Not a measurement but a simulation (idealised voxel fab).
This section sets out a process module, namely voxel self aligned contacts.
Square cells of 5 nm make up the cross-section cut, whose width is 255 nm.
Notation: cross-section as square-cell grid; stated in bands, top first, going down; one or more cell rows per band.
The entry gives the band's vertical extent as a top height and a bottom height in nm, then its horizontal make-up as materials from left to right, each with a width in nm. "air" stands for empty space; a single material marked "full width" fills the band edge to edge.
Beneath 0, the wafer as received is one material, and that level is where height counting begins. The lowest band goes on downward without a bottom; it is written like "0 down".
Read "30..40" as a graded width: first number on top, second number at the bottom, same change between each pair of neighbouring rows.
Step note "left unchanged" = no cross-section cell changed.
Entry "Voids, sealed" = empty spaces >= 8 cells with no open way to the top; each as width x height at distance, distance from left edge, all nm.
Text after the settings on a step's line: the simulator's own remark on that step.
For masked steps, "overlay nm" on the step line gives how far right of plan the mask actually lay; a minus sign means it lay to the left.
Process steps (planned):
1,RECEIVE,material Si
2,CONFORMAL_DEP,material SiO2,thk nm 5
3,DIRECTIONAL_DEP,material polySi,thk nm 25
4,DIRECTIONAL_DEP,material SiN,thk nm 25
5,MASKED_ETCH,tone cover,mask id GATE,width nm 30,pitch nm 70,etch materials SiN,depth nm 25,overlay nm 0
6,MASKED_ETCH,tone cover,mask id GATE,width nm 30,pitch nm 70,etch materials polySi,depth nm 25,overlay nm 0
7,CONFORMAL_DEP,material SiN,thk nm 10
8,DIRECTIONAL_ETCH,etch materials SiN,depth nm 10
9,FILL_DEP,material SiO2,thk nm 10
10,CMP,height nm 60
11,DIRECTIONAL_DEP,material aC,thk nm 15
12,PATTERN,tone open,mask id CONTACT,material resist,width nm 50,thk nm 30,overlay nm 0
13,DIRECTIONAL_ETCH,etch materials aC,depth nm 15
14,STRIP,etch materials resist
15,DIRECTIONAL_ETCH,etch materials SiO2,depth nm 60
16,STRIP,etch materials aC
17,CONFORMAL_DEP,material TiN,thk nm 5
18,FILL_DEP,material Ru,thk nm 5
19,CMP,height nm 60
20,CONFORMAL_DEP,material SiCN,thk nm 5
Here's what the wafer looked like in cross-section when it arrived - that's after step 1:
  0 down | Si full width
  Voids, sealed: none
First of two wafers, end-of-module section, run followed plan:
  65 to 60 | SiCN full width
  60 to 55 | SiO2: 100; TiN: 20; Ru: 10; TiN: 20; SiO2: 105
  55 to 30 | SiO2: 65; SiN: 50; TiN: 5; Ru: 10; TiN: 5; SiN: 50; SiO2: 70
  30 to 5 | SiO2: 65; SiN: 10; polySi: 30; SiN: 10; TiN: 5; Ru: 10; TiN: 5; SiN: 10; polySi: 30; SiN: 10; SiO2: 70
  5 to 0 | SiO2: 115; TiN: 20; SiO2: 120
  0 down | Si full width
  Voids, sealed: none
Cross-sectional view of the second of two wafers upon completion of the module. This wafer shared its starting condition and process plan with the first; one error was made during its execution:
  65 to 60 | SiCN full width
  60 to 30 | SiO2: 65; SiN: 50; TiN: 5; Ru: 10; TiN: 5; SiN: 50; SiO2: 70
  30 to 15 | SiO2: 65; SiN: 10; polySi: 30; SiN: 10; TiN: 5; Ru: 10; TiN: 5; SiN: 10; polySi: 30; SiN: 10; SiO2: 70
  15 to 10 | SiO2: 65; SiN: 10; polySi: 30; SiN: 10; TiN: 20; SiN: 10; polySi: 30; SiN: 10; SiO2: 70
  10 to 5 | SiN: 75; polySi: 30; SiN: 40; polySi: 30; SiN: 80
  5 to 0 | SiO2 full width
  0 down | Si full width
  Voids, sealed: none
Want to know what went wrong? so step 8 ended up running with a different setting than we planned, it ran as DIRECTIONAL_ETCH,etch materials SiN,depth nm 5
End check, counted in cells, second wafer has more or fewer of these materials than the first: Ru: 4 fewer, SiN: 51 more, SiO2: 37 fewer, TiN: 10 fewer
